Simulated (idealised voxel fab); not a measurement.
process module | voxel transistor to metal
cross-section cut | 195 nm wide | cells 5 nm
A cross-section is a grid of square cells, given in bands from the top down. A band is one or more rows of cells.
Each band's line starts with the height of the band's top and of its bottom, in nm. Then come its materials from left to right, each with its width in nm. One material with "throughout" fills the band from edge to edge. "air" is empty space.
Height 0 is the level under which the wafer as received is all one material. The lowest band goes on downwards, as in "0 down".
A width such as "30 to 40" changes by the same amount from each row of cells to the next, from the band's top row to its bottom row.
"no change" after a step means that no cell of the cross-section changed.
closed voids: empty space of 8 cells or more with no open way to the top, each as width x height at its distance from the left edge, in nm
after a step's settings: what the simulator itself notes on the step
overlay nm, on a step with a mask: how far to the right of its planned place the mask lay; to the left if negative
plan
1 op RECEIVE | material Si
2 op CONFORMAL_DEP | material SiO2 | thk nm 5
3 op CONFORMAL_DEP | material SiN | thk nm 10
4 op PATTERN | tone cover | mask id ACTIVE | material resist | width nm 125 | thk nm 15 | overlay nm 0
5 op DIRECTIONAL_ETCH | etch materials SiN | depth nm 10
6 op DIRECTIONAL_ETCH | etch materials SiO2 | depth nm 5
7 op DIRECTIONAL_ETCH | etch materials Si | depth nm 20
8 op STRIP | etch materials resist
9 op OXIDIZE | depth nm 5
10 op FILL_DEP | material SiO2 | thk nm 5
11 op CMP | height nm 15
12 op SELECTIVE_ETCH | etch materials SiO2 | depth nm 10
13 op STRIP | etch materials SiN
14 op SELECTIVE_ETCH | etch materials SiO2 | depth nm 5
15 op OXIDIZE | depth nm 5
16 op DIRECTIONAL_DEP | material polySi | thk nm 30
17 op DIRECTIONAL_DEP | material SiCN | thk nm 15
18 op PATTERN | tone cover | mask id GATE | material resist | width nm 35 | thk nm 15 | overlay nm 0
19 op DIRECTIONAL_ETCH | etch materials SiCN | depth nm 25
20 op DIRECTIONAL_ETCH | etch materials polySi | depth nm 40
21 op STRIP | etch materials resist
22 op CONFORMAL_DEP | material SiO2 | thk nm 5
23 op DIRECTIONAL_ETCH | etch materials SiO2 | depth nm 5
24 op CONFORMAL_DEP | material SiN | thk nm 5
25 op DIRECTIONAL_ETCH | etch materials SiN | depth nm 5
26 op DIRECTIONAL_ETCH | etch materials SiO2 | depth nm 5
27 op DIRECTIONAL_ETCH | etch materials Si | depth nm 15
28 op EPI | material SiGe | thk nm 20
29 op FILL_DEP | material SiO2 | thk nm 5
30 op CMP | height nm 30
31 op STRIP | etch materials polySi
32 op SELECTIVE_ETCH | etch materials SiO2 | depth nm 5
33 op CONFORMAL_DEP | material HfO2 | thk nm 5
34 op CONFORMAL_DEP | material TiN | thk nm 5
35 op FILL_DEP | material W | thk nm 10
36 op CMP | height nm 25
37 op DIRECTIONAL_DEP | material SiO2 | thk nm 10
38 op DIRECTIONAL_DEP | material aC | thk nm 15
39 op PATTERN | tone open | mask id CONTACT | material resist | width nm 15 | pitch nm 90 | thk nm 30 | overlay nm 0
40 op DIRECTIONAL_ETCH | etch materials aC | depth nm 15
41 op STRIP | etch materials resist
42 op DIRECTIONAL_ETCH | etch materials SiO2 | depth nm 35
43 op STRIP | etch materials aC
44 op CONFORMAL_DEP | material TiN | thk nm 5
45 op FILL_DEP | material Ru | thk nm 5
46 op CMP | height nm 35
47 op DIRECTIONAL_DEP | material TiN | thk nm 5
48 op DIRECTIONAL_DEP | material W | thk nm 15
49 op PATTERN | tone cover | mask id METAL_1 | material resist | width nm 15 | pitch nm 90 | thk nm 15 | overlay nm 0
50 op DIRECTIONAL_ETCH | etch materials W | depth nm 15
51 op DIRECTIONAL_ETCH | etch materials TiN | depth nm 5
52 op STRIP | etch materials resist
53 op FILL_DEP | material lowk | thk nm 10
54 op CMP | height nm 55
55 op CONFORMAL_DEP | material SiN | thk nm 5
as received, after step 1
  0 down: Si throughout
  closed voids: none
first wafer at the end, as planned
  60 to 55: SiN throughout
  55 to 40: lowk 45 | W 15 | lowk 75 | W 15 | lowk 45
  40 to 35: lowk 45 | TiN 15 | lowk 75 | TiN 15 | lowk 45
  35 to 25: SiO2 45 | TiN 5 | Ru 5 | TiN 5 | SiO2 75 | TiN 5 | Ru 5 | TiN 5 | SiO2 45
  25 to 20: SiO2 45 | TiN 5 | Ru 5 | TiN 5 | SiO2 10 | SiN 5 | HfO2 5 | TiN 5 | W 25 | TiN 5 | HfO2 5 | SiN 5 | SiO2 10 | TiN 5 | Ru 5 | TiN 5 | SiO2 45
  20 to 15: SiO2 45 | TiN 15 | SiO2 10 | SiN 5 | HfO2 5 | TiN 5 | W 25 | TiN 5 | HfO2 5 | SiN 5 | SiO2 10 | TiN 15 | SiO2 45
  15 to 5: SiO2 45 | TiN 5 | SiGe 20 | SiN 5 | HfO2 5 | TiN 5 | W 25 | TiN 5 | HfO2 5 | SiN 5 | SiGe 20 | TiN 5 | SiO2 45
  5 to 0: SiO2 45 | TiN 5 | SiGe 20 | SiN 5 | HfO2 5 | TiN 35 | HfO2 5 | SiN 5 | SiGe 20 | TiN 5 | SiO2 45
  0 to -5: SiO2 35 | SiGe 35 | SiO2 5 | HfO2 45 | SiO2 5 | SiGe 35 | SiO2 35
  -5 to -20: SiO2 40 | SiGe 30 | Si 55 | SiGe 30 | SiO2 40
  -20 to -25: SiO2 40 | Si 115 | SiO2 40
  -25 down: Si throughout
  closed voids: none
second wafer at the end: like start, like plan, one mistake
  60 to 55: SiN throughout
  55 to 40: lowk 45 | W 15 | lowk 75 | W 15 | lowk 45
  40 to 35: lowk 45 | TiN 15 | lowk 75 | TiN 15 | lowk 45
  35 to 25: SiO2 40 | TiN 5 | Ru 15 | TiN 5 | SiO2 65 | TiN 5 | Ru 15 | TiN 5 | SiO2 40
  25 to 20: SiO2 40 | TiN 5 | Ru 15 | TiN 5 | SiO2 5 | SiN 5 | HfO2 5 | TiN 5 | W 25 | TiN 5 | HfO2 5 | SiN 5 | SiO2 5 | TiN 5 | Ru 15 | TiN 5 | SiO2 40
  20 to 15: SiO2 40 | TiN 25 | SiO2 5 | SiN 5 | HfO2 5 | TiN 5 | W 25 | TiN 5 | HfO2 5 | SiN 5 | SiO2 5 | TiN 25 | SiO2 40
  15 to 5: SiO2 40 | TiN 10 | SiGe 20 | SiN 5 | HfO2 5 | TiN 5 | W 25 | TiN 5 | HfO2 5 | SiN 5 | SiGe 20 | TiN 10 | SiO2 40
  5 to 0: SiO2 40 | TiN 10 | SiGe 20 | SiN 5 | HfO2 5 | TiN 35 | HfO2 5 | SiN 5 | SiGe 20 | TiN 10 | SiO2 40
  0 to -5: SiO2 35 | SiGe 35 | SiO2 5 | HfO2 45 | SiO2 5 | SiGe 35 | SiO2 35
  -5 to -20: SiO2 40 | SiGe 30 | Si 55 | SiGe 30 | SiO2 40
  -20 to -25: SiO2 40 | Si 115 | SiO2 40
  -25 down: Si throughout
  closed voids: none
what went wrong: step 39 ran as: op PATTERN | tone open | mask id CONTACT | material resist | width nm 25 | pitch nm 90 | thk nm 30 | overlay nm 0
at the end the second wafer has, in cells: 12 more of Ru | 22 fewer of SiO2 | 10 more of TiN
